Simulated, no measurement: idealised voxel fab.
process module | voxel quadruple lines
Square cells of 5 nm make up the cross-section cut, whose width is 290 nm.
Just so we're on the same page, the cross-sections are grids of square cells, and they're listed out in bands top to bottom, each band one or more rows deep. A band entry consists of two parts. The first gives the height of the band's top and the height of its bottom, in nm. The rest lists the band's materials from left to right, each with its width in nm. A single material labelled with the word "all across" fills the band from edge to edge, and the word "air" marks empty space. The reference from which all heights are counted is 0, the level beneath which the as-received wafer is entirely one material; the lowest band, having no lower bound, proceeds downward and is written after the example "0 -> down". Think of "30 to 40" as a width that walks from the first number to the second as you go down the band, top row to bottom row, taking equal-sized steps from row to row. Basically "identical to before" means that step didn't change any cell in the cross-section. What "Fully sealed voids" gives you is every empty space of 8 cells or more that is cut off from the top. Each appears as width x height at distance, with the distance taken from the left edge and width, height and distance all in nm. Where a step's line continues beyond its settings, the continuation is a remark by the simulator itself on that step. "overlay nm" on a masked step: distance the mask lay right of its planned place, negative for left.

## Steps in the process plan
1. RECEIVE, material Si
2. CONFORMAL_DEP, material SiO2, thk nm 10
3. DIRECTIONAL_DEP, material W, thk nm 10
4. DIRECTIONAL_DEP, material polySi, thk nm 15
5. DIRECTIONAL_DEP, material aC, thk nm 25
6. PATTERN, tone cover, mask id MANDREL, material resist, width nm 20, thk nm 30, overlay nm 0
7. DIRECTIONAL_ETCH, etch materials aC, depth nm 25
8. STRIP, etch materials resist
9. CONFORMAL_DEP, material SiO2, thk nm 10
10. DIRECTIONAL_ETCH, etch materials SiO2, depth nm 10
11. STRIP, etch materials aC
12. DIRECTIONAL_ETCH, etch materials polySi, depth nm 15
13. STRIP, etch materials SiO2
14. CONFORMAL_DEP, material SiCN, thk nm 10
15. DIRECTIONAL_ETCH, etch materials SiCN, depth nm 10
16. STRIP, etch materials polySi
17. DIRECTIONAL_ETCH, etch materials W, depth nm 10
18. STRIP, etch materials SiCN
All wafers enter the flow in the same state. The width nm at step 6 differs from wafer to wafer, and the plan gives the value for the first wafer.

## Cross-section, first of several wafers, as delivered after step 1
0 -> down: Si all across
Fully sealed voids: none

## Per-wafer rows below. For each material: cells gained (+) or lost (-) since the wafer was received, as of end of module. Then: closed voids
width nm 20; +116 SiO2; +16 W; Fully sealed voids: none
width nm 25; +116 SiO2; +16 W; Fully sealed voids: none
width nm 30; +116 SiO2; +16 W; Fully sealed voids: none
width nm 35; +116 SiO2; +16 W; Fully sealed voids: none
width nm 40; +116 SiO2; +16 W; Fully sealed voids: none
width nm 45; +116 SiO2; +16 W; Fully sealed voids: none
